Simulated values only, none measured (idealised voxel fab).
The process module presented herein is designated voxel released beams.
Section shown: cut. Width: 250 nm. Cell size: 5 nm, square.
Cross-section format: a grid of square cells, given as bands from top to bottom; each band is one or more rows of cells. It is stipulated that each band's entry specify, in nanometres, the height of the top of the band and then that of its bottom, followed by the materials of the band in left-to-right sequence, each together with its width in nanometres. A single material marked by the word "throughout" is understood to fill the band from edge to edge; the word "blank" is understood to denote empty space. Heights are expressed relative to 0, this being the level below which the as-received wafer comprises one material exclusively. The lowest band is unbounded in the downward direction and is denoted as in "0 down". Width spec "30 to 40" -> top row of cells at first value, bottom row at second value, equal per-row change in between. Step marked "left unchanged"? Then no cell in the cross-section changed in it. Entry "Fully closed voids". Content: empty spaces with no open connection to the top, size 8 cells or greater. Each: width x height at distance. Distance: from left edge. Unit: nm. Past the settings on a step's line: simulator remark, on that step. "overlay nm" denotes, for a step that has a mask, the displacement of the mask to the right of its planned place, with negative values corresponding to the left.

-- The process steps that were planned are listed below
| 1 | RECEIVE (material Si) |
| 2 | CONFORMAL_DEP (material Al2O3; thk nm 10) |
| 3 | DIRECTIONAL_DEP (material SiO2; thk nm 15) |
| 4 | DIRECTIONAL_DEP (material aC; thk nm 15) |
| 5 | PATTERN (tone open; mask id ANCHOR; material resist; width nm 35; thk nm 35; overlay nm 0) |
| 6 | DIRECTIONAL_ETCH (etch materials aC; depth nm 15) |
| 7 | STRIP (etch materials resist) |
| 8 | DIRECTIONAL_ETCH (etch materials SiO2; depth nm 15) |
| 9 | STRIP (etch materials aC) |
| 10 | CONFORMAL_DEP (material W; thk nm 10) |
| 11 | DIRECTIONAL_DEP (material aC; thk nm 10) |
| 12 | PATTERN (tone cover; mask id BEAM; material resist; width nm 95; thk nm 25; overlay nm 0) |
| 13 | DIRECTIONAL_ETCH (etch materials aC; depth nm 10) |
| 14 | STRIP (etch materials resist) |
| 15 | DIRECTIONAL_ETCH (etch materials W; depth nm 10) |
| 16 | STRIP (etch materials aC) |
| 17 | STRIP (etch materials SiO2) |

-- On the first of the two wafers: run conducted according to plan

-- Step 1 complete: cross-section of the wafer as received
> 0 down: Si throughout
> Fully closed voids: none

-- You're looking at a cross-section of the wafer after step 2
> 10 to 0: Al2O3 throughout
> Under 0: no change, same as before.

-- You're looking at a cross-section of the wafer after step 3
> 25 to 10: SiO2 throughout
> Under 10: no change, same as before.

-- You're looking at a cross-section of the wafer after step 4
> 40 to 25: aC throughout
> Under 25: no change, same as before.

-- You're looking at a cross-section of the wafer after step 5
> 75 to 40: resist 80 nm | blank 35 nm | resist 135 nm
> Under 40: no change, same as before.

-- You're looking at a cross-section of the wafer after step 6
> 60 to 40: resist 80 nm | blank 35 nm | resist 135 nm
> 40 to 25: aC 80 nm | blank 35 nm | aC 135 nm
> Under 25: no change, same as before.

-- You're looking at a cross-section of the wafer after step 7
> 40 to 25: aC 80 nm | blank 35 nm | aC 135 nm
> Under 25: no change, same as before.

-- You're looking at a cross-section of the wafer after step 8
> 40 to 25: aC 80 nm | blank 35 nm | aC 135 nm
> 25 to 10: SiO2 80 nm | blank 35 nm | SiO2 135 nm
> Under 10: no change, same as before.

-- You're looking at a cross-section of the wafer after step 9
> 25 to 10: SiO2 80 nm | blank 35 nm | SiO2 135 nm
> Under 10: no change, same as before.

-- You're looking at a cross-section of the wafer after step 10
> 35 to 25: W 90 nm | blank 15 nm | W 145 nm
> 25 to 20: SiO2 80 nm | W 10 nm | blank 15 nm | W 10 nm | SiO2 135 nm
> 20 to 10: SiO2 80 nm | W 35 nm | SiO2 135 nm
> Under 10: no change, same as before.

-- You're looking at a cross-section of the wafer after step 11
> 45 to 35: aC 90 nm | blank 15 nm | aC 145 nm
> 35 to 30: W 90 nm | blank 15 nm | W 145 nm
> 30 to 25: W 90 nm | aC 15 nm | W 145 nm
> 25 to 20: SiO2 80 nm | W 10 nm | aC 15 nm | W 10 nm | SiO2 135 nm
> Under 20: no change, same as before.

-- You're looking at a cross-section of the wafer after step 12
> 70 to 45: blank 75 nm | resist 95 nm | blank 80 nm
> 45 to 35: aC 90 nm | resist 15 nm | aC 145 nm
> 35 to 30: W 90 nm | resist 15 nm | W 145 nm
> Under 30: no change, same as before.

-- You're looking at a cross-section of the wafer after step 13
> 60 to 45: blank 75 nm | resist 95 nm | blank 80 nm
> 45 to 35: blank 75 nm | aC 15 nm | resist 15 nm | aC 65 nm | blank 80 nm
> Under 35: no change, same as before.

-- You're looking at a cross-section of the wafer after step 14
> 45 to 35: blank 75 nm | aC 15 nm | blank 15 nm | aC 65 nm | blank 80 nm
> 35 to 30: W 90 nm | blank 15 nm | W 145 nm
> Under 30: no change, same as before.

-- You're looking at a cross-section of the wafer after step 15
> 45 to 35: blank 75 nm | aC 15 nm | blank 15 nm | aC 65 nm | blank 80 nm
> 35 to 30: blank 75 nm | W 15 nm | blank 15 nm | W 65 nm | blank 80 nm
> 30 to 25: blank 75 nm | W 15 nm | aC 15 nm | W 65 nm | blank 80 nm
> Under 25: no change, same as before.

-- You're looking at a cross-section of the wafer after step 16
> 35 to 25: blank 75 nm | W 15 nm | blank 15 nm | W 65 nm | blank 80 nm
> 25 to 20: SiO2 80 nm | W 10 nm | blank 15 nm | W 10 nm | SiO2 135 nm
> Under 20: no change, same as before.

-- You're looking at a cross-section of the wafer after step 17
> 35 to 25: blank 75 nm | W 15 nm | blank 15 nm | W 65 nm | blank 80 nm
> 25 to 20: blank 80 nm | W 10 nm | blank 15 nm | W 10 nm | blank 135 nm
> 20 to 10: blank 80 nm | W 35 nm | blank 135 nm
> Under 10: no change, same as before.

-- Second wafer. Start and plan as for the first. One mistake made in running. Agrees with the first up to and including step 1

Cross-section of the second wafer corresponding to the planned conclusion of step 2: left unchanged

-- Cross-section of the second wafer corresponding to the planned conclusion of step 3
> 15 to 0: SiO2 throughout
> Under 0: no change, same as before.

-- Cross-section of the second wafer corresponding to the planned conclusion of step 4
> 30 to 15: aC throughout
> Under 15: no change, same as before.

-- Cross-section of the second wafer corresponding to the planned conclusion of step 5
> 65 to 30: resist 80 nm | blank 35 nm | resist 135 nm
> Under 30: no change, same as before.

-- Cross-section of the second wafer corresponding to the planned conclusion of step 6
> 50 to 30: resist 80 nm | blank 35 nm | resist 135 nm
> 30 to 15: aC 80 nm | blank 35 nm | aC 135 nm
> Under 15: no change, same as before.

-- Cross-section of the second wafer corresponding to the planned conclusion of step 7
> 30 to 15: aC 80 nm | blank 35 nm | aC 135 nm
> Under 15: no change, same as before.

-- Cross-section of the second wafer corresponding to the planned conclusion of step 8
> 30 to 15: aC 80 nm | blank 35 nm | aC 135 nm
> 15 to 0: SiO2 80 nm | blank 35 nm | SiO2 135 nm
> Under 0: no change, same as before.

-- Cross-section of the second wafer corresponding to the planned conclusion of step 9
> 15 to 0: SiO2 80 nm | blank 35 nm | SiO2 135 nm
> Under 0: no change, same as before.

-- Cross-section of the second wafer corresponding to the planned conclusion of step 10
> 25 to 15: W 90 nm | blank 15 nm | W 145 nm
> 15 to 10: SiO2 80 nm | W 10 nm | blank 15 nm | W 10 nm | SiO2 135 nm
> 10 to 0: SiO2 80 nm | W 35 nm | SiO2 135 nm
> Under 0: no change, same as before.

-- Cross-section of the second wafer corresponding to the planned conclusion of step 11
> 35 to 25: aC 90 nm | blank 15 nm | aC 145 nm
> 25 to 20: W 90 nm | blank 15 nm | W 145 nm
> 20 to 15: W 90 nm | aC 15 nm | W 145 nm
> 15 to 10: SiO2 80 nm | W 10 nm | aC 15 nm | W 10 nm | SiO2 135 nm
> Under 10: no change, same as before.

-- Cross-section of the second wafer corresponding to the planned conclusion of step 12
> 60 to 35: blank 75 nm | resist 95 nm | blank 80 nm
> 35 to 25: aC 90 nm | resist 15 nm | aC 145 nm
> 25 to 20: W 90 nm | resist 15 nm | W 145 nm
> Under 20: no change, same as before.

-- Cross-section of the second wafer corresponding to the planned conclusion of step 13
> 50 to 35: blank 75 nm | resist 95 nm | blank 80 nm
> 35 to 25: blank 75 nm | aC 15 nm | resist 15 nm | aC 65 nm | blank 80 nm
> Under 25: no change, same as before.

-- Cross-section of the second wafer corresponding to the planned conclusion of step 14
> 35 to 25: blank 75 nm | aC 15 nm | blank 15 nm | aC 65 nm | blank 80 nm
> 25 to 20: W 90 nm | blank 15 nm | W 145 nm
> Under 20: no change, same as before.

-- Cross-section of the second wafer corresponding to the planned conclusion of step 15
> 35 to 25: blank 75 nm | aC 15 nm | blank 15 nm | aC 65 nm | blank 80 nm
> 25 to 20: blank 75 nm | W 15 nm | blank 15 nm | W 65 nm | blank 80 nm
> 20 to 15: blank 75 nm | W 15 nm | aC 15 nm | W 65 nm | blank 80 nm
> Under 15: no change, same as before.

-- Cross-section of the second wafer corresponding to the planned conclusion of step 16
> 25 to 15: blank 75 nm | W 15 nm | blank 15 nm | W 65 nm | blank 80 nm
> 15 to 10: SiO2 80 nm | W 10 nm | blank 15 nm | W 10 nm | SiO2 135 nm
> Under 10: no change, same as before.

-- Cross-section of the second wafer corresponding to the planned conclusion of step 17
> 25 to 15: blank 75 nm | W 15 nm | blank 15 nm | W 65 nm | blank 80 nm
> 15 to 10: blank 80 nm | W 10 nm | blank 15 nm | W 10 nm | blank 135 nm
> 10 to 0: blank 80 nm | W 35 nm | blank 135 nm
> Under 0: no change, same as before.
Error vs. plan: the run left out plan step 2 entirely, so it was never executed
The closing comparison, in cells, has the second wafer with more or fewer of some materials than the first: -100 Al2O3
